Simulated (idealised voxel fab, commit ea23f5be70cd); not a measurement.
You're looking at the process module voxel self aligned vias.
This is section cut - it's 265 nm across, gridded in 5 nm square cells.
Cross-section layout: square cells on a grid; listed as bands, top to bottom; a band spans one or more cell rows.
The band entry comprises the height of the band's top followed by the height of its bottom, expressed in nm, and subsequently the band's materials from left to right, each stated together with its width in nm. Where a single material is marked with the word "everywhere", that material fills the band from edge to edge. The word "air" represents empty space.
Note: height 0 marks the level under which the wafer is uniformly one material as received. Lowest band unbounded below, written "z 0 and below".
Width: "30->40" (first number = top row, second number = bottom row, same change from row to row of cells).
The designation "no modification", where it is given for a processing step, indicates that no cell of the cross-section was altered in the course of that step.
The entry "Fully enclosed voids" lists the empty spaces that cover at least 8 cells and have no open path to the top. Each is written as width x height at distance, where the distance is measured from the left edge and all three values are in nm.
Heads up: the bit after the settings on a step's line is the simulator's remark on that step.
"overlay nm", when on a step's line for a step with a mask, measures how far to the right of its planned place the mask lay; a negative measure means to the left.

Planned step list for the process
- 1: RECEIVE: material Si
- 2: CONFORMAL_DEP: material SiO2, thk nm 15
- 3: CONFORMAL_DEP: material SiCN, thk nm 5
- 4: DIRECTIONAL_DEP: material SiO2, thk nm 30
- 5: MASKED_ETCH: tone open, mask id LINES, width nm 25, pitch nm 60, etch materials SiO2, depth nm 30, overlay nm 0
- 6: CONFORMAL_DEP: material TiN, thk nm 5
- 7: FILL_DEP: material W, thk nm 5
- 8: CMP: height nm 50
- 9: SELECTIVE_ETCH: etch materials W Ru TiN, depth nm 10
- 10: FILL_DEP: material SiN, thk nm 10
- 11: CMP: height nm 50
- 12: DIRECTIONAL_DEP: material SiO2, thk nm 15
- 13: MASKED_ETCH: tone open, mask id VIAS, width nm 45, pitch nm 60, etch materials SiO2, depth nm 15, overlay nm 0
- 14: MASKED_ETCH: tone open, mask id VIAS, width nm 45, pitch nm 60, etch materials SiN, depth nm 10, overlay nm 0
- 15: CONFORMAL_DEP: material TiN, thk nm 5
- 16: FILL_DEP: material Ru, thk nm 5
- 17: CMP: height nm 65
- 18: CONFORMAL_DEP: material SiCN, thk nm 5

As-received state of the wafer in cross-section, equivalent to post-step 1
* z 0 and below: Si everywhere
* Fully enclosed voids: none

Below is the wafer in cross-section after the module was completed. It began from the starting point shown above and followed the plan shown above, except that one mistake was made while running it
* z 70 to 65: SiCN everywhere
* z 65 to 50: 50 nm SiO2; 5 nm TiN; 35 nm Ru; 5 nm TiN; 15 nm SiO2; 5 nm TiN; 35 nm Ru; 5 nm TiN; 15 nm SiO2; 5 nm TiN; 35 nm Ru; 5 nm TiN; 50 nm SiO2
* z 50 to 45: 50 nm SiN; 5 nm TiN; 35 nm Ru; 5 nm TiN; 15 nm SiN; 5 nm TiN; 35 nm Ru; 5 nm TiN; 15 nm SiN; 5 nm TiN; 35 nm Ru; 5 nm TiN; 50 nm SiN
* z 45 to 40: 50 nm SiN; 45 nm TiN; 15 nm SiN; 45 nm TiN; 15 nm SiN; 45 nm TiN; 50 nm SiN
* z 40 to 25: 60 nm SiO2; 5 nm TiN; 15 nm W; 5 nm TiN; 35 nm SiO2; 5 nm TiN; 15 nm W; 5 nm TiN; 35 nm SiO2; 5 nm TiN; 15 nm W; 5 nm TiN; 60 nm SiO2
* z 25 to 20: 60 nm SiO2; 25 nm TiN; 35 nm SiO2; 25 nm TiN; 35 nm SiO2; 25 nm TiN; 60 nm SiO2
* z 20 to 15: SiCN everywhere
* z 15 to 0: SiO2 everywhere
* z 0 and below: Si everywhere
* Fully enclosed voids: none
In executing the process, a mistake was made relative to the plan: step 4 ran as: DIRECTIONAL_DEP: material SiO2, thk nm 20
